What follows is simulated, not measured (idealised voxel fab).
A process module follows: voxel self aligned vias.
150 nm wide, 5 nm square cells: that's cross-section cut.
Square cells in a grid make up a cross-section in this document, and the grid is given as bands, listed from the top down, each one or more rows of cells.
Basically the band line says how high the top is and how high the bottom is, in nm, and then what's in it from left to right, every material with its width in nm. Empty space shows up as "blank", and if a single material carries "edge to edge" it runs the full band edge to edge.
Measure heights from 0. That's the level where, below it, the as-received wafer is all one material. The lowest band is bottomless and extends downward; write it as in "0..down".
The two numbers in a width such as "30..40" mark its ends across the band: the first belongs to the top row of cells, the second to the bottom row, and from each row to the next the width moves by the same amount.
Where a step carries "nothing altered", the cross-section came out of it unchanged, cell for cell.
Any empty space of 8 cells or more lacking an open way to the top shows up in "Enclosed voids" as width x height at distance, distance from the left edge, in nm.
It should be noted that, on the line of a given step, the content following the step's settings is a remark produced by the simulator itself with respect to that step.
A step's line can hold "overlay nm"; with a mask on that step, the setting says how far right of the planned place the mask lay, while a negative setting says it lay to the left.

Intended process steps
1,RECEIVE: material Si
2,CONFORMAL_DEP: material SiO2, thk nm 15
3,CONFORMAL_DEP: material SiCN, thk nm 5
4,DIRECTIONAL_DEP: material SiO2, thk nm 30
5,PATTERN: tone open, mask id LINES, material resist, width nm 25, pitch nm 65, thk nm 15, overlay nm -15
6,DIRECTIONAL_ETCH: etch materials SiO2, depth nm 30
7,STRIP: etch materials resist
8,CONFORMAL_DEP: material TiN, thk nm 5
9,FILL_DEP: material W, thk nm 5
10,CMP: height nm 50
11,SELECTIVE_ETCH: etch materials W Ru TiN, depth nm 5
12,FILL_DEP: material SiN, thk nm 10
13,CMP: height nm 50
14,DIRECTIONAL_DEP: material SiO2, thk nm 15
15,DIRECTIONAL_DEP: material aC, thk nm 10
16,PATTERN: tone open, mask id VIAS, material resist, width nm 45, thk nm 30, overlay nm 0
17,DIRECTIONAL_ETCH: etch materials aC, depth nm 10
18,STRIP: etch materials resist
19,DIRECTIONAL_ETCH: etch materials SiO2, depth nm 15
20,DIRECTIONAL_ETCH: etch materials SiN, depth nm 5
21,STRIP: etch materials aC
22,CONFORMAL_DEP: material TiN, thk nm 5
23,FILL_DEP: material Cu, thk nm 5
24,CMP: height nm 65
25,CONFORMAL_DEP: material SiN, thk nm 5
Where the wafers of this document differ is in the overlay nm of step 5; they start out the same, and the plan states the value that applied to the first wafer.

The first of several wafers in cross-section, exactly as it reached us after step 1
    0..down  Si edge to edge
    Enclosed voids: none

Last step of the module is step 25; after it, the first of several wafers in cross-section
    70..65  SiN edge to edge
    65..55  SiO2 20 nm; TiN 5 nm; Cu 35 nm; TiN 5 nm; SiO2 85 nm
    55..50  SiO2 20 nm; TiN 5 nm; Cu 10 nm; TiN 30 nm; SiO2 85 nm
    50..45  SiO2 15 nm; SiN 5 nm; TiN 20 nm; SiO2 40 nm; SiN 25 nm; SiO2 45 nm
    45..25  SiO2 15 nm; TiN 5 nm; W 15 nm; TiN 5 nm; SiO2 40 nm; TiN 5 nm; W 15 nm; TiN 5 nm; SiO2 45 nm
    25..20  SiO2 15 nm; TiN 25 nm; SiO2 40 nm; TiN 25 nm; SiO2 45 nm
    20..15  SiCN edge to edge
    15..0  SiO2 edge to edge
    0..down  Si edge to edge
    Enclosed voids: none

Final wafer cross-section at module end
    70..65  SiN edge to edge
    65..55  SiO2 20 nm; TiN 5 nm; Cu 35 nm; TiN 5 nm; SiO2 85 nm
    55..50  SiO2 20 nm; TiN 30 nm; Cu 10 nm; TiN 5 nm; SiO2 85 nm
    50..45  SiO2 45 nm; TiN 20 nm; SiN 5 nm; SiO2 40 nm; SiN 25 nm; SiO2 15 nm
    45..25  SiO2 45 nm; TiN 5 nm; W 15 nm; TiN 5 nm; SiO2 40 nm; TiN 5 nm; W 15 nm; TiN 5 nm; SiO2 15 nm
    25..20  SiO2 45 nm; TiN 25 nm; SiO2 40 nm; TiN 25 nm; SiO2 15 nm
    20..15  SiCN edge to edge
    15..0  SiO2 edge to edge
    0..down  Si edge to edge
    Enclosed voids: none

Table: wafers, a row each; end-of-module cell change per material since receipt, gain (+), loss (-); then closed voids
overlay nm -15, +16 Cu, +30 SiCN, +36 SiN, +273 SiO2, +41 TiN, +24 W, Enclosed voids: none
overlay nm -10, +17 Cu, +30 SiCN, +35 SiN, +273 SiO2, +41 TiN, +24 W, Enclosed voids: none
overlay nm -5, +17 Cu, +30 SiCN, +35 SiN, +273 SiO2, +41 TiN, +24 W, Enclosed voids: none
overlay nm 0, +17 Cu, +30 SiCN, +35 SiN, +273 SiO2, +41 TiN, +24 W, Enclosed voids: none
overlay nm 5, +17 Cu, +30 SiCN, +35 SiN, +273 SiO2, +41 TiN, +24 W, Enclosed voids: none
overlay nm 10, +17 Cu, +30 SiCN, +35 SiN, +273 SiO2, +41 TiN, +24 W, Enclosed voids: none
overlay nm 15, +16 Cu, +30 SiCN, +36 SiN, +273 SiO2, +41 TiN, +24 W, Enclosed voids: none
